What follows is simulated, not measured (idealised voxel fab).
Module name: voxel self aligned vias (process module)
Pictured: cross-section cut, 210 nm wide, on a grid of 5 nm square cells.
Cross-section spec: square-cell grid; bands listed top down; each band is one or more rows.
This entry defines a band. It first specifies the height of the band's top and the height of its bottom in nm, and then specifies the band's materials from left to right, stating each material with its width in nm. The word "all across" identifies a single material that fills the band from edge to edge, while the word "blank" identifies empty space.
Where do heights start? At 0: under that level the wafer as delivered is made of one material only. And the lowest band has no floor; it just carries on downward, as in "0 down".
Per-row width for "30 to 40": begins at first number (top row of band), ends at second number (bottom row), increment between rows held constant.
A step reported as "remains unaltered" is a step in which no cell of the cross-section changed.
Reported under the label "Internal closed voids" are the empty spaces having no open way to the top and comprising 8 cells or more; the notation for each is width x height at distance, in which the distance is measured from the left edge and all three values are in nm.
Heads up: the bit after the settings on a step's line is the simulator's remark on that step.
When a step includes a mask, the "overlay nm" setting on its line states how far to the right of its planned place that mask lay, and negative values state how far to the left.

THE STEPS PLANNED FOR THE PROCESS ARE AS FOLLOWS
| 1 | RECEIVE with material Si |
| 2 | CONFORMAL_DEP with material SiO2, thk nm 15 |
| 3 | CONFORMAL_DEP with material SiCN, thk nm 5 |
| 4 | DIRECTIONAL_DEP with material lowk, thk nm 25 |
| 5 | DIRECTIONAL_DEP with material aC, thk nm 15 |
| 6 | PATTERN with tone open, mask id LINES, material resist, width nm 20, pitch nm 50, thk nm 35, overlay nm 0 |
| 7 | DIRECTIONAL_ETCH with etch materials aC, depth nm 15 |
| 8 | STRIP with etch materials resist |
| 9 | DIRECTIONAL_ETCH with etch materials lowk, depth nm 25 |
| 10 | STRIP with etch materials aC |
| 11 | CONFORMAL_DEP with material TiN, thk nm 5 |
| 12 | FILL_DEP with material W, thk nm 5 |
| 13 | CMP with height nm 45 |
| 14 | SELECTIVE_ETCH with etch materials W Ru TiN, depth nm 5 |
| 15 | FILL_DEP with material SiN, thk nm 10 |
| 16 | CMP with height nm 45 |
| 17 | DIRECTIONAL_DEP with material lowk, thk nm 20 |
| 18 | PATTERN with tone open, mask id VIAS, material resist, width nm 30, thk nm 15, overlay nm 0 |
| 19 | DIRECTIONAL_ETCH with etch materials lowk, depth nm 20 |
| 20 | DIRECTIONAL_ETCH with etch materials SiN, depth nm 5 |
| 21 | STRIP with etch materials resist |
| 22 | CONFORMAL_DEP with material TiN, thk nm 5 |
| 23 | FILL_DEP with material Ru, thk nm 10 |
| 24 | CMP with height nm 65 |
| 25 | CONFORMAL_DEP with material SiCN, thk nm 5 |

CROSS-SECTION: WAFER ON ARRIVAL = AFTER STEP 1
- 0 down: Si all across
- Internal closed voids: none

HERE'S THE CROSS-SECTION OF THE FIRST OF OUR TWO WAFERS AT THE END OF THE MODULE - IT RAN AS PLANNED
- 70 to 65: SiCN all across
- 65 to 50: lowk (65) / TiN (5) / Ru (20) / TiN (5) / lowk (115)
- 50 to 45: lowk (65) / TiN (10) / Ru (10) / TiN (10) / lowk (115)
- 45 to 40: lowk (70) / TiN (20) / lowk (30) / SiN (20) / lowk (70)
- 40 to 25: lowk (70) / TiN (5) / W (10) / TiN (5) / lowk (30) / TiN (5) / W (10) / TiN (5) / lowk (70)
- 25 to 20: lowk (70) / TiN (20) / lowk (30) / TiN (20) / lowk (70)
- 20 to 15: SiCN all across
- 15 to 0: SiO2 all across
- 0 down: Si all across
- Internal closed voids: none

PRESENTED HERE IS A CROSS-SECTION OF THE SECOND OF THE TWO WAFERS AS IT STOOD AT THE END OF THE MODULE. IT WAS STARTED IN THE SAME MANNER AND ASSIGNED THE SAME PLAN AS THE FIRST WAFER; HOWEVER, ONE MISTAKE WAS MADE IN ITS EXECUTION
- 70 to 65: SiCN all across
- 65 to 45: lowk (65) / TiN (5) / Ru (20) / TiN (5) / lowk (115)
- 45 to 40: SiN (65) / TiN (30) / SiN (115)
- 40 to 20: lowk (70) / TiN (5) / W (10) / TiN (5) / lowk (30) / TiN (5) / W (10) / TiN (5) / lowk (70)
- 20 to 15: lowk (70) / TiN (20) / lowk (30) / TiN (20) / lowk (70)
- 15 to 0: SiO2 all across
- 0 down: Si all across
- Internal closed voids: none
In executing the process, a mistake was made relative to the plan: skipped: plan step 3 (never run)
at the end the second wafer has, in cells: Ru +2; SiCN -42; SiN +32; TiN +4; W +4
